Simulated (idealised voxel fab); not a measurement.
process module | voxel wiring stack
cross-section cut | 275 nm wide | cells 5 nm
A cross-section is a grid of square cells, given in bands from the top down. A band is one or more rows of cells.
Each band's line starts with the height of the band's top and of its bottom, in nm. Then come its materials from left to right, each with its width in nm. One material with "throughout" fills the band from edge to edge. "air" is empty space.
Height 0 is the level under which the wafer as received is all one material. The lowest band goes on downwards, as in "0 down".
A width such as "30 to 40" changes by the same amount from each row of cells to the next, from the band's top row to its bottom row.
"no change" after a step means that no cell of the cross-section changed.
closed voids: empty space of 8 cells or more with no open way to the top, each as width x height at its distance from the left edge, in nm
after a step's settings: what the simulator itself notes on the step
overlay nm, on a step with a mask: how far to the right of its planned place the mask lay; to the left if negative
plan
1 op RECEIVE | material Si
2 op CONFORMAL_DEP | material SiO2 | thk nm 15
3 op CONFORMAL_DEP | material SiCN | thk nm 5
4 op DIRECTIONAL_DEP | material SiO2 | thk nm 20
5 op DIRECTIONAL_DEP | material aC | thk nm 15
6 op PATTERN | tone open | mask id METAL_1 | material resist | width nm 30 | pitch nm 45 | thk nm 30 | overlay nm 0
7 op DIRECTIONAL_ETCH | etch materials aC | depth nm 15
8 op STRIP | etch materials resist
9 op DIRECTIONAL_ETCH | etch materials SiO2 | depth nm 20
10 op DIRECTIONAL_ETCH | etch materials SiCN | depth nm 5
11 op STRIP | etch materials aC
12 op CONFORMAL_DEP | material TiN | thk nm 5
13 op FILL_DEP | material Cu | thk nm 5
14 op CMP | height nm 40
15 op CONFORMAL_DEP | material SiCN | thk nm 5
16 op DIRECTIONAL_DEP | material lowk | thk nm 30
17 op PATTERN | tone open | mask id METAL_2 | material resist | width nm 30 | pitch nm 45 | thk nm 15 | overlay nm 0
18 op DIRECTIONAL_ETCH | etch materials lowk | depth nm 15
19 op STRIP | etch materials resist
20 op PATTERN | tone open | mask id METAL_2_HOLES | material resist | width nm 15 | pitch nm 90 | thk nm 20 | overlay nm 0
21 op DIRECTIONAL_ETCH | etch materials lowk | depth nm 15
22 op DIRECTIONAL_ETCH | etch materials SiCN | depth nm 5
23 op STRIP | etch materials resist
24 op CONFORMAL_DEP | material TiN | thk nm 5
25 op FILL_DEP | material Cu | thk nm 5
26 op CMP | height nm 75
27 op CONFORMAL_DEP | material SiCN | thk nm 5
28 op DIRECTIONAL_DEP | material lowk | thk nm 25
29 op DIRECTIONAL_DEP | material aC | thk nm 15
30 op PATTERN | tone open | mask id METAL_3 | material resist | width nm 30 | pitch nm 45 | thk nm 30 | overlay nm 0
31 op DIRECTIONAL_ETCH | etch materials aC | depth nm 15
32 op STRIP | etch materials resist
33 op DIRECTIONAL_ETCH | etch materials lowk | depth nm 15
34 op STRIP | etch materials aC
35 op DIRECTIONAL_DEP | material aC | thk nm 10
36 op PATTERN | tone open | mask id METAL_3_HOLES | material resist | width nm 15 | pitch nm 90 | thk nm 25 | overlay nm 0
37 op DIRECTIONAL_ETCH | etch materials aC | depth nm 10
38 op STRIP | etch materials resist
39 op DIRECTIONAL_ETCH | etch materials lowk | depth nm 10
40 op DIRECTIONAL_ETCH | etch materials SiCN | depth nm 5
41 op STRIP | etch materials aC
42 op CONFORMAL_DEP | material TiN | thk nm 5
43 op FILL_DEP | material Cu | thk nm 5
44 op CMP | height nm 105
45 op CONFORMAL_DEP | material SiCN | thk nm 5
first wafer, as planned
as received, after step 1
  0 down: Si throughout
  closed voids: none
after step 2
  15 to 0: SiO2 throughout
  below 0: unchanged
after step 3
  20 to 15: SiCN throughout
  below 15: unchanged
after step 4
  40 to 20: SiO2 throughout
  below 20: unchanged
after step 5
  55 to 40: aC throughout
  below 40: unchanged
after step 6
  85 to 55: resist 75 | air 30 | resist 15 | air 30 | resist 15 | air 30 | resist 80
  below 55: unchanged
after step 7
  70 to 55: resist 75 | air 30 | resist 15 | air 30 | resist 15 | air 30 | resist 80
  55 to 40: aC 75 | air 30 | aC 15 | air 30 | aC 15 | air 30 | aC 80
  below 40: unchanged
after step 8
  55 to 40: aC 75 | air 30 | aC 15 | air 30 | aC 15 | air 30 | aC 80
  below 40: unchanged
after step 9
  55 to 40: aC 75 | air 30 | aC 15 | air 30 | aC 15 | air 30 | aC 80
  40 to 20: SiO2 75 | air 30 | SiO2 15 | air 30 | SiO2 15 | air 30 | SiO2 80
  below 20: unchanged
after step 10
  55 to 40: aC 75 | air 30 | aC 15 | air 30 | aC 15 | air 30 | aC 80
  40 to 20: SiO2 75 | air 30 | SiO2 15 | air 30 | SiO2 15 | air 30 | SiO2 80
  20 to 15: SiCN 75 | air 30 | SiCN 15 | air 30 | SiCN 15 | air 30 | SiCN 80
  below 15: unchanged
after step 11
  40 to 20: SiO2 75 | air 30 | SiO2 15 | air 30 | SiO2 15 | air 30 | SiO2 80
  below 20: unchanged
after step 12
  45 to 40: TiN 80 | air 20 | TiN 25 | air 20 | TiN 25 | air 20 | TiN 85
  40 to 20: SiO2 75 | TiN 5 | air 20 | TiN 5 | SiO2 15 | TiN 5 | air 20 | TiN 5 | SiO2 15 | TiN 5 | air 20 | TiN 5 | SiO2 80
  20 to 15: SiCN 75 | TiN 30 | SiCN 15 | TiN 30 | SiCN 15 | TiN 30 | SiCN 80
  below 15: unchanged
after step 13
  50 to 45: Cu throughout
  45 to 40: TiN 80 | Cu 20 | TiN 25 | Cu 20 | TiN 25 | Cu 20 | TiN 85
  40 to 20: SiO2 75 | TiN 5 | Cu 20 | TiN 5 | SiO2 15 | TiN 5 | Cu 20 | TiN 5 | SiO2 15 | TiN 5 | Cu 20 | TiN 5 | SiO2 80
  below 20: unchanged
after step 14
  40 to 20: SiO2 75 | TiN 5 | Cu 20 | TiN 5 | SiO2 15 | TiN 5 | Cu 20 | TiN 5 | SiO2 15 | TiN 5 | Cu 20 | TiN 5 | SiO2 80
  below 20: unchanged
after step 15
  45 to 40: SiCN throughout
  below 40: unchanged
after step 16
  75 to 45: lowk throughout
  below 45: unchanged
after step 17
  90 to 75: resist 75 | air 30 | resist 15 | air 30 | resist 15 | air 30 | resist 80
  below 75: unchanged
after step 18
  90 to 75: resist 75 | air 30 | resist 15 | air 30 | resist 15 | air 30 | resist 80
  75 to 60: lowk 75 | air 30 | lowk 15 | air 30 | lowk 15 | air 30 | lowk 80
  below 60: unchanged
after step 19
  75 to 60: lowk 75 | air 30 | lowk 15 | air 30 | lowk 15 | air 30 | lowk 80
  below 60: unchanged
after step 20
  95 to 75: resist 75 | air 15 | resist 75 | air 15 | resist 95
  75 to 60: lowk 75 | air 15 | resist 15 | lowk 15 | resist 30 | lowk 15 | air 15 | resist 15 | lowk 80
  below 60: unchanged
after step 21
  95 to 75: resist 75 | air 15 | resist 75 | air 15 | resist 95
  75 to 60: lowk 75 | air 15 | resist 15 | lowk 15 | resist 30 | lowk 15 | air 15 | resist 15 | lowk 80
  60 to 45: lowk 75 | air 15 | lowk 75 | air 15 | lowk 95
  below 45: unchanged
after step 22
  95 to 75: resist 75 | air 15 | resist 75 | air 15 | resist 95
  75 to 60: lowk 75 | air 15 | resist 15 | lowk 15 | resist 30 | lowk 15 | air 15 | resist 15 | lowk 80
  60 to 45: lowk 75 | air 15 | lowk 75 | air 15 | lowk 95
  45 to 40: SiCN 75 | air 15 | SiCN 75 | air 15 | SiCN 95
  below 40: unchanged
after step 23
  75 to 60: lowk 75 | air 30 | lowk 15 | air 30 | lowk 15 | air 30 | lowk 80
  below 60: unchanged
after step 24
  80 to 75: TiN 80 | air 20 | TiN 25 | air 20 | TiN 25 | air 20 | TiN 85
  75 to 65: lowk 75 | TiN 5 | air 20 | TiN 5 | lowk 15 | TiN 5 | air 20 | TiN 5 | lowk 15 | TiN 5 | air 20 | TiN 5 | lowk 80
  65 to 60: lowk 75 | TiN 5 | air 5 | TiN 20 | lowk 15 | TiN 30 | lowk 15 | TiN 5 | air 5 | TiN 20 | lowk 80
  60 to 45: lowk 75 | TiN 5 | air 5 | TiN 5 | lowk 75 | TiN 5 | air 5 | TiN 5 | lowk 95
  45 to 40: SiCN 75 | TiN 15 | SiCN 75 | TiN 15 | SiCN 95
  below 40: unchanged
after step 25
  85 to 80: Cu throughout
  80 to 75: TiN 80 | Cu 20 | TiN 25 | Cu 20 | TiN 25 | Cu 20 | TiN 85
  75 to 65: lowk 75 | TiN 5 | Cu 20 | TiN 5 | lowk 15 | TiN 5 | Cu 20 | TiN 5 | lowk 15 | TiN 5 | Cu 20 | TiN 5 | lowk 80
  65 to 60: lowk 75 | TiN 5 | Cu 5 | TiN 20 | lowk 15 | TiN 30 | lowk 15 | TiN 5 | Cu 5 | TiN 20 | lowk 80
  60 to 45: lowk 75 | TiN 5 | Cu 5 | TiN 5 | lowk 75 | TiN 5 | Cu 5 | TiN 5 | lowk 95
  below 45: unchanged
after step 26
  75 to 65: lowk 75 | TiN 5 | Cu 20 | TiN 5 | lowk 15 | TiN 5 | Cu 20 | TiN 5 | lowk 15 | TiN 5 | Cu 20 | TiN 5 | lowk 80
  below 65: unchanged
after step 27
  80 to 75: SiCN throughout
  below 75: unchanged
after step 28
  105 to 80: lowk throughout
  below 80: unchanged
after step 29
  120 to 105: aC throughout
  below 105: unchanged
after step 30
  150 to 120: resist 75 | air 30 | resist 15 | air 30 | resist 15 | air 30 | resist 80
  below 120: unchanged
after step 31
  135 to 120: resist 75 | air 30 | resist 15 | air 30 | resist 15 | air 30 | resist 80
  120 to 105: aC 75 | air 30 | aC 15 | air 30 | aC 15 | air 30 | aC 80
  below 105: unchanged
after step 32
  120 to 105: aC 75 | air 30 | aC 15 | air 30 | aC 15 | air 30 | aC 80
  below 105: unchanged
after step 33
  120 to 105: aC 75 | air 30 | aC 15 | air 30 | aC 15 | air 30 | aC 80
  105 to 90: lowk 75 | air 30 | lowk 15 | air 30 | lowk 15 | air 30 | lowk 80
  below 90: unchanged
after step 34
  105 to 90: lowk 75 | air 30 | lowk 15 | air 30 | lowk 15 | air 30 | lowk 80
  below 90: unchanged
after step 35
  115 to 105: aC 75 | air 30 | aC 15 | air 30 | aC 15 | air 30 | aC 80
  105 to 100: lowk 75 | air 30 | lowk 15 | air 30 | lowk 15 | air 30 | lowk 80
  100 to 90: lowk 75 | aC 30 | lowk 15 | aC 30 | lowk 15 | aC 30 | lowk 80
  below 90: unchanged
after step 36
  140 to 115: resist 75 | air 15 | resist 75 | air 15 | resist 95
  115 to 105: aC 75 | air 15 | resist 15 | aC 15 | resist 30 | aC 15 | air 15 | resist 15 | aC 80
  105 to 100: lowk 75 | air 15 | resist 15 | lowk 15 | resist 30 | lowk 15 | air 15 | resist 15 | lowk 80
  below 100: unchanged
after step 37
  130 to 115: resist 75 | air 15 | resist 75 | air 15 | resist 95
  115 to 105: aC 75 | air 15 | resist 15 | aC 15 | resist 30 | aC 15 | air 15 | resist 15 | aC 80
  105 to 100: lowk 75 | air 15 | resist 15 | lowk 15 | resist 30 | lowk 15 | air 15 | resist 15 | lowk 80
  100 to 90: lowk 75 | air 15 | aC 15 | lowk 15 | aC 30 | lowk 15 | air 15 | aC 15 | lowk 80
  below 90: unchanged
after step 38
  115 to 105: aC 75 | air 30 | aC 15 | air 30 | aC 15 | air 30 | aC 80
  105 to 100: lowk 75 | air 30 | lowk 15 | air 30 | lowk 15 | air 30 | lowk 80
  below 100: unchanged
after step 39
  115 to 105: aC 75 | air 30 | aC 15 | air 30 | aC 15 | air 30 | aC 80
  105 to 100: lowk 75 | air 30 | lowk 15 | air 30 | lowk 15 | air 30 | lowk 80
  100 to 90: lowk 75 | air 15 | aC 15 | lowk 15 | aC 30 | lowk 15 | air 15 | aC 15 | lowk 80
  90 to 80: lowk 75 | air 15 | lowk 75 | air 15 | lowk 95
  below 80: unchanged
after step 40
  115 to 105: aC 75 | air 30 | aC 15 | air 30 | aC 15 | air 30 | aC 80
  105 to 100: lowk 75 | air 30 | lowk 15 | air 30 | lowk 15 | air 30 | lowk 80
  100 to 90: lowk 75 | air 15 | aC 15 | lowk 15 | aC 30 | lowk 15 | air 15 | aC 15 | lowk 80
  90 to 80: lowk 75 | air 15 | lowk 75 | air 15 | lowk 95
  80 to 75: SiCN 75 | air 15 | SiCN 75 | air 15 | SiCN 95
  below 75: unchanged
after step 41
  105 to 90: lowk 75 | air 30 | lowk 15 | air 30 | lowk 15 | air 30 | lowk 80
  below 90: unchanged
after step 42
  110 to 105: TiN 80 | air 20 | TiN 25 | air 20 | TiN 25 | air 20 | TiN 85
  105 to 95: lowk 75 | TiN 5 | air 20 | TiN 5 | lowk 15 | TiN 5 | air 20 | TiN 5 | lowk 15 | TiN 5 | air 20 | TiN 5 | lowk 80
  95 to 90: lowk 75 | TiN 5 | air 5 | TiN 20 | lowk 15 | TiN 30 | lowk 15 | TiN 5 | air 5 | TiN 20 | lowk 80
  90 to 80: lowk 75 | TiN 5 | air 5 | TiN 5 | lowk 75 | TiN 5 | air 5 | TiN 5 | lowk 95
  80 to 75: SiCN 75 | TiN 15 | SiCN 75 | TiN 15 | SiCN 95
  below 75: unchanged
after step 43
  115 to 110: Cu throughout
  110 to 105: TiN 80 | Cu 20 | TiN 25 | Cu 20 | TiN 25 | Cu 20 | TiN 85
  105 to 95: lowk 75 | TiN 5 | Cu 20 | TiN 5 | lowk 15 | TiN 5 | Cu 20 | TiN 5 | lowk 15 | TiN 5 | Cu 20 | TiN 5 | lowk 80
  95 to 90: lowk 75 | TiN 5 | Cu 5 | TiN 20 | lowk 15 | TiN 30 | lowk 15 | TiN 5 | Cu 5 | TiN 20 | lowk 80
  90 to 80: lowk 75 | TiN 5 | Cu 5 | TiN 5 | lowk 75 | TiN 5 | Cu 5 | TiN 5 | lowk 95
  below 80: unchanged
after step 44
  105 to 95: lowk 75 | TiN 5 | Cu 20 | TiN 5 | lowk 15 | TiN 5 | Cu 20 | TiN 5 | lowk 15 | TiN 5 | Cu 20 | TiN 5 | lowk 80
  below 95: unchanged
after step 45
  110 to 105: SiCN throughout
  below 105: unchanged
second wafer: like start, like plan, one mistake. Through step 29 it matches the first wafer
when step 30 should have ended
  150 to 120: air 75 | resist 30 | air 15 | resist 30 | air 15 | resist 30 | air 80
  below 120: unchanged
when step 31 should have ended
  135 to 120: air 75 | resist 30 | air 15 | resist 30 | air 15 | resist 30 | air 80
  120 to 105: air 75 | aC 30 | air 15 | aC 30 | air 15 | aC 30 | air 80
  below 105: unchanged
when step 32 should have ended
  120 to 105: air 75 | aC 30 | air 15 | aC 30 | air 15 | aC 30 | air 80
  below 105: unchanged
when step 33 should have ended
  120 to 105: air 75 | aC 30 | air 15 | aC 30 | air 15 | aC 30 | air 80
  105 to 90: air 75 | lowk 30 | air 15 | lowk 30 | air 15 | lowk 30 | air 80
  below 90: unchanged
when step 34 should have ended
  105 to 90: air 75 | lowk 30 | air 15 | lowk 30 | air 15 | lowk 30 | air 80
  below 90: unchanged
when step 35 should have ended
  115 to 105: air 75 | aC 30 | air 15 | aC 30 | air 15 | aC 30 | air 80
  105 to 100: air 75 | lowk 30 | air 15 | lowk 30 | air 15 | lowk 30 | air 80
  100 to 90: aC 75 | lowk 30 | aC 15 | lowk 30 | aC 15 | lowk 30 | aC 80
  below 90: unchanged
when step 36 should have ended
  140 to 115: resist 75 | air 15 | resist 75 | air 15 | resist 95
  115 to 105: resist 75 | aC 30 | resist 15 | aC 30 | resist 15 | aC 30 | resist 80
  105 to 100: resist 75 | lowk 30 | resist 15 | lowk 30 | resist 15 | lowk 30 | resist 80
  below 100: unchanged
when step 37 should have ended
  130 to 115: resist 75 | air 15 | resist 75 | air 15 | resist 95
  115 to 105: resist 75 | air 15 | aC 15 | resist 15 | aC 30 | resist 15 | air 15 | aC 15 | resist 80
  below 105: unchanged
when step 38 should have ended
  115 to 105: air 90 | aC 15 | air 15 | aC 30 | air 30 | aC 15 | air 80
  105 to 100: air 75 | lowk 30 | air 15 | lowk 30 | air 15 | lowk 30 | air 80
  below 100: unchanged
when step 39 should have ended
  115 to 105: air 90 | aC 15 | air 15 | aC 30 | air 30 | aC 15 | air 80
  105 to 100: air 90 | lowk 15 | air 15 | lowk 30 | air 30 | lowk 15 | air 80
  100 to 95: aC 75 | air 15 | lowk 15 | aC 15 | lowk 30 | aC 15 | air 15 | lowk 15 | aC 80
  below 95: unchanged
when step 40 should have ended: no change
when step 41 should have ended
  105 to 95: air 90 | lowk 15 | air 15 | lowk 30 | air 30 | lowk 15 | air 80
  95 to 90: air 75 | lowk 30 | air 15 | lowk 30 | air 15 | lowk 30 | air 80
  below 90: unchanged
when step 42 should have ended
  110 to 105: air 85 | TiN 25 | air 5 | TiN 40 | air 20 | TiN 25 | air 75
  105 to 95: air 85 to 70 | TiN 5 to 20 | lowk 15 | TiN 5 | air 5 | TiN 5 | lowk 30 | TiN 5 | air 20 to 5 | TiN 5 to 20 | lowk 15 | TiN 5 | air 75
  95 to 90: TiN 75 | lowk 30 | TiN 15 | lowk 30 | TiN 15 | lowk 30 | TiN 80
  below 90: unchanged
when step 43 should have ended
  115 to 110: Cu throughout
  110 to 105: Cu 85 | TiN 25 | Cu 5 | TiN 40 | Cu 20 | TiN 25 | Cu 75
  105 to 95: Cu 85 to 70 | TiN 5 to 20 | lowk 15 | TiN 5 | Cu 5 | TiN 5 | lowk 30 | TiN 5 | Cu 20 to 5 | TiN 5 to 20 | lowk 15 | TiN 5 | Cu 75
  below 95: unchanged
when step 44 should have ended
  105 to 95: Cu 85 to 70 | TiN 5 to 20 | lowk 15 | TiN 5 | Cu 5 | TiN 5 | lowk 30 | TiN 5 | Cu 20 to 5 | TiN 5 to 20 | lowk 15 | TiN 5 | Cu 75
  below 95: unchanged
when step 45 should have ended
  110 to 105: SiCN throughout
  below 105: unchanged
what went wrong: step 30 ran as: op PATTERN | tone cover | mask id METAL_3 | material resist | width nm 30 | pitch nm 45 | thk nm 30 | overlay nm 0
at the end the second wafer has, in cells: 38 more of Cu | 6 more of SiCN | 13 more of TiN | 57 fewer of lowk
